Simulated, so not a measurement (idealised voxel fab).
Module name: voxel self aligned contacts (process module)
Each square cell in cross-section cut measures 5 nm, and the section as a whole is 185 nm wide.
How to read a cross-section here: the picture is a grid of square cells, written as bands going from the top down, and any band can span one or more rows of cells.
Band: top height; bottom height; in nm. Then, left to right: material with width in nm, for each material. "all across": a single material spanning edge to edge. "air": empty space.
For the purposes of this specification, 0 denotes the height below which the wafer in its as-received condition is composed wholly of one material, and the lowermost band, lacking a lower limit, extends downward without end, as expressed in "top 0, no bottom".
With a width like "30->40", each row of cells in the band differs from the next by the same amount, the top row carrying the first number and the bottom row the second.
Where a step carries "left unchanged", the cross-section came out of it unchanged, cell for cell.
"Fully enclosed voids" - sealed voids, min. 8 cells, no opening to top; format: width x height at distance (distance from left edge; nm throughout).
Past the settings on a step's line: simulator remark, on that step.
The "overlay nm" setting may appear on a step's line; for a step that uses a mask, it gives how far to the right of its planned position the mask lay, and a negative value indicates the left.
Plan
1,RECEIVE [material Si]
2,CONFORMAL_DEP [material SiO2] [thk nm 5]
3,DIRECTIONAL_DEP [material polySi] [thk nm 20]
4,DIRECTIONAL_DEP [material SiN] [thk nm 15]
5,PATTERN [tone cover] [mask id GATE] [material resist] [width nm 30] [pitch nm 60] [thk nm 15] [overlay nm 0]
6,DIRECTIONAL_ETCH [etch materials SiN] [depth nm 15]
7,DIRECTIONAL_ETCH [etch materials polySi] [depth nm 20]
8,STRIP [etch materials resist]
9,CONFORMAL_DEP [material SiN] [thk nm 5]
10,DIRECTIONAL_ETCH [etch materials SiN] [depth nm 5]
11,FILL_DEP [material SiO2] [thk nm 15]
12,CMP [height nm 45]
13,MASKED_ETCH [tone open] [mask id CONTACT] [width nm 40] [pitch nm 60] [etch materials SiO2] [depth nm 45] [overlay nm 0]
14,CONFORMAL_DEP [material TiN] [thk nm 5]
15,FILL_DEP [material W] [thk nm 5]
16,CMP [height nm 45]
17,CONFORMAL_DEP [material SiCN] [thk nm 5]
Cross-sectional view of the wafer in its as-received condition, corresponding to the state after step 1
> top 0, no bottom  Si all across
> Fully enclosed voids: none
The first of two wafers, cross-sectioned at the end of the module, with the run proceeding as planned
> top 50, bottom 45  SiCN all across
> top 45, bottom 40  SiO2 40, TiN 15, W 10, TiN 15, SiO2 20, TiN 15, W 10, TiN 15, SiO2 45
> top 40, bottom 25  SiO2 10, SiN 40, TiN 5, W 10, TiN 5, SiN 40, TiN 5, W 10, TiN 5, SiN 40, SiO2 15
> top 25, bottom 5  SiO2 10, SiN 5, polySi 30, SiN 5, TiN 5, W 10, TiN 5, SiN 5, polySi 30, SiN 5, TiN 5, W 10, TiN 5, SiN 5, polySi 30, SiN 5, SiO2 15
> top 5, bottom 0  SiO2 50, TiN 20, SiO2 40, TiN 20, SiO2 55
> top 0, no bottom  Si all across
> Fully enclosed voids: none
Second of two wafers, module complete, sectioned: it shares the first wafer's start and plan but was run with one mistake
> top 50, bottom 45  SiCN all across
> top 45, bottom 40  SiO2 40, TiN 40, SiO2 20, TiN 40, SiO2 45
> top 40, bottom 25  SiN 20, SiO2 20, SiN 40, SiO2 20, SiN 40, SiO2 20, SiN 25
> top 25, bottom 5  polySi 15, SiN 5, SiO2 20, SiN 5, polySi 30, SiN 5, SiO2 20, SiN 5, polySi 30, SiN 5, SiO2 20, SiN 5, polySi 20
> top 5, bottom 0  SiO2 all across
> top 0, no bottom  Si all across
> Fully enclosed voids: none
What went wrong in running the wafer? step 5 was processed under conditions differing from the plan, specifically as PATTERN [tone open] [mask id GATE] [material resist] [width nm 30] [pitch nm 60] [thk nm 15] [overlay nm 0]
Wrapping up, a cell-based count of both wafers puts the second over or under the first for these materials: +3 SiN | +57 SiO2 | -32 TiN | -32 W | +4 polySi
